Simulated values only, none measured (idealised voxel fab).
Documented hereafter: the process module known as voxel transistor to metal.
Pictured: cross-section cut, 175 nm wide, on a grid of 5 nm square cells.
Think of the cross-section as a grid of square cells. We describe it in bands, top to bottom, and each band covers one or more rows of those cells. Each band's line starts with the height of the band's top and of its bottom, in nm. Then come its materials from left to right, each with its width in nm. One material with "everywhere" fills the band from edge to edge. "air" is empty space. Height is counted from the level 0, under which the received wafer is composed throughout of one material. The lowest of the bands is not closed at the bottom but continues downward, in the notation "top 0, no bottom". The width entry "30->40" should be interpreted row by row: the top row of cells in the band takes the first number, the bottom row takes the second number, and the change between adjacent rows is uniform throughout. The designation "nothing got changed", where it is given for a processing step, indicates that no cell of the cross-section was altered in the course of that step. Empty spaces without an open route to the top, at least 8 cells in extent, make up the entry "Closed void list"; each is given as width x height at distance, where the distance is measured from the left edge, and all are in nm. The remark found on a step's line after its settings is issued by the simulator itself and pertains to that step. overlay nm: for a step with a mask, the amount by which the mask lay right of where it was planned; a negative amount means left of it.

**Listed below are the process steps as planned**
1,op RECEIVE | material Si
2,op OXIDIZE | depth nm 5
3,op CONFORMAL_DEP | material SiN | thk nm 10
4,op DIRECTIONAL_DEP | material aC | thk nm 10
5,op PATTERN | tone cover | mask id ACTIVE | material resist | width nm 105 | thk nm 30 | overlay nm 0
6,op DIRECTIONAL_ETCH | etch materials aC | depth nm 10
7,op STRIP | etch materials resist
8,op DIRECTIONAL_ETCH | etch materials SiN | depth nm 10
9,op DIRECTIONAL_ETCH | etch materials SiO2 | depth nm 5
10,op DIRECTIONAL_ETCH | etch materials Si | depth nm 25
11,op STRIP | etch materials aC
12,op FILL_DEP | material SiO2 | thk nm 15
13,op CMP | height nm 10
14,op SELECTIVE_ETCH | etch materials SiO2 | depth nm 5
15,op STRIP | etch materials SiN
16,op SELECTIVE_ETCH | etch materials SiO2 | depth nm 5
17,op OXIDIZE | depth nm 5
18,op DIRECTIONAL_DEP | material polySi | thk nm 30
19,op DIRECTIONAL_DEP | material SiCN | thk nm 15
20,op PATTERN | tone cover | mask id GATE | material resist | width nm 15 | thk nm 20 | overlay nm 0
21,op DIRECTIONAL_ETCH | etch materials SiCN | depth nm 25
22,op DIRECTIONAL_ETCH | etch materials polySi | depth nm 40
23,op STRIP | etch materials resist
24,op CONFORMAL_DEP | material SiO2 | thk nm 5
25,op DIRECTIONAL_ETCH | etch materials SiO2 | depth nm 5
26,op CONFORMAL_DEP | material SiN | thk nm 10
27,op DIRECTIONAL_ETCH | etch materials SiN | depth nm 10
28,op DIRECTIONAL_ETCH | etch materials SiO2 | depth nm 5
29,op DIRECTIONAL_ETCH | etch materials Si | depth nm 15
30,op EPI | material pSi | thk nm 20
31,op FILL_DEP | material SiO2 | thk nm 5
32,op CMP | height nm 40
33,op DIRECTIONAL_DEP | material SiO2 | thk nm 15
34,op PATTERN | tone open | mask id CONTACT | material resist | width nm 20 | pitch nm 65 | thk nm 20 | overlay nm 0
35,op DIRECTIONAL_ETCH | etch materials SiO2 | depth nm 45
36,op STRIP | etch materials resist
37,op CONFORMAL_DEP | material TiN | thk nm 5
38,op FILL_DEP | material Ru | thk nm 5
39,op CMP | height nm 55
40,op DIRECTIONAL_DEP | material TiN | thk nm 5
41,op DIRECTIONAL_DEP | material Ru | thk nm 25
42,op PATTERN | tone cover | mask id METAL_1 | material resist | width nm 20 | pitch nm 65 | thk nm 20 | overlay nm 0
43,op DIRECTIONAL_ETCH | etch materials Ru | depth nm 25
44,op DIRECTIONAL_ETCH | etch materials TiN | depth nm 5
45,op STRIP | etch materials resist
46,op FILL_DEP | material SiO2 | thk nm 5
47,op CMP | height nm 85
48,op CONFORMAL_DEP | material SiN | thk nm 5

**As-received wafer cross-section (after step 1)**
> top 0, no bottom: Si everywhere
> Closed void list: none

**First of two wafers, end-of-module section, run followed plan**
> top 90, bottom 85: SiN everywhere
> top 85, bottom 60: SiO2 (45) / Ru (20) / SiO2 (45) / Ru (20) / SiO2 (45)
> top 60, bottom 55: SiO2 (45) / TiN (20) / SiO2 (45) / TiN (20) / SiO2 (45)
> top 55, bottom 40: SiO2 (45) / TiN (5) / Ru (10) / TiN (5) / SiO2 (45) / TiN (5) / Ru (10) / TiN (5) / SiO2 (45)
> top 40, bottom 25: SiO2 (45) / TiN (5) / Ru (10) / TiN (5) / SiN (10) / SiO2 (5) / SiCN (15) / SiO2 (5) / SiN (10) / TiN (5) / Ru (10) / TiN (5) / SiO2 (45)
> top 25, bottom 15: SiO2 (45) / TiN (5) / Ru (10) / TiN (5) / SiN (10) / SiO2 (5) / polySi (15) / SiO2 (5) / SiN (10) / TiN (5) / Ru (10) / TiN (5) / SiO2 (45)
> top 15, bottom 10: SiO2 (45) / TiN (20) / SiN (10) / SiO2 (5) / polySi (15) / SiO2 (5) / SiN (10) / TiN (20) / SiO2 (45)
> top 10, bottom 0: SiO2 (35) / pSi (30) / SiN (10) / SiO2 (5) / polySi (15) / SiO2 (5) / SiN (10) / pSi (30) / SiO2 (35)
> top 0, bottom -5: SiO2 (35) / SiN (10) / pSi (20) / SiN (10) / SiO2 (5) / polySi (15) / SiO2 (5) / SiN (10) / pSi (20) / SiN (10) / SiO2 (35)
> top -5, bottom -10: SiO2 (45) / pSi (20) / SiO2 (45) / pSi (20) / SiO2 (45)
> top -10, bottom -25: SiO2 (35) / Si (10) / pSi (20) / Si (45) / pSi (20) / Si (10) / SiO2 (35)
> top -25, bottom -30: SiO2 (35) / Si (105) / SiO2 (35)
> top -30, no bottom: Si everywhere
> Closed void list: none

**Cross-section of the latter of the two wafers at module completion. It had an identical start and an identical plan to the former; in running it, one mistake was made**
> top 85, bottom 80: SiN everywhere
> top 80, bottom 60: SiO2 (45) / Ru (20) / SiO2 (45) / Ru (20) / SiO2 (45)
> top 60, bottom 55: SiO2 (45) / TiN (20) / SiO2 (45) / TiN (20) / SiO2 (45)
> top 55, bottom 40: SiO2 (45) / TiN (5) / Ru (10) / TiN (5) / SiO2 (45) / TiN (5) / Ru (10) / TiN (5) / SiO2 (45)
> top 40, bottom 25: SiO2 (45) / TiN (5) / Ru (10) / TiN (5) / SiN (10) / SiO2 (5) / SiCN (15) / SiO2 (5) / SiN (10) / TiN (5) / Ru (10) / TiN (5) / SiO2 (45)
> top 25, bottom 15: SiO2 (45) / TiN (5) / Ru (10) / TiN (5) / SiN (10) / SiO2 (5) / polySi (15) / SiO2 (5) / SiN (10) / TiN (5) / Ru (10) / TiN (5) / SiO2 (45)
> top 15, bottom 10: SiO2 (45) / TiN (20) / SiN (10) / SiO2 (5) / polySi (15) / SiO2 (5) / SiN (10) / TiN (20) / SiO2 (45)
> top 10, bottom 0: SiO2 (35) / pSi (30) / SiN (10) / SiO2 (5) / polySi (15) / SiO2 (5) / SiN (10) / pSi (30) / SiO2 (35)
> top 0, bottom -5: SiO2 (35) / SiN (10) / pSi (20) / SiN (10) / SiO2 (5) / polySi (15) / SiO2 (5) / SiN (10) / pSi (20) / SiN (10) / SiO2 (35)
> top -5, bottom -10: SiO2 (45) / pSi (20) / SiO2 (45) / pSi (20) / SiO2 (45)
> top -10, bottom -25: SiO2 (35) / Si (10) / pSi (20) / Si (45) / pSi (20) / Si (10) / SiO2 (35)
> top -25, bottom -30: SiO2 (35) / Si (105) / SiO2 (35)
> top -30, no bottom: Si everywhere
> Closed void list: none
what went wrong: so step 47 ended up running with a different setting than we planned, it ran as op CMP | height nm 80
FYI, end of process, the second wafer has more or fewer cells of some materials than the first: -8 Ru; -27 SiO2
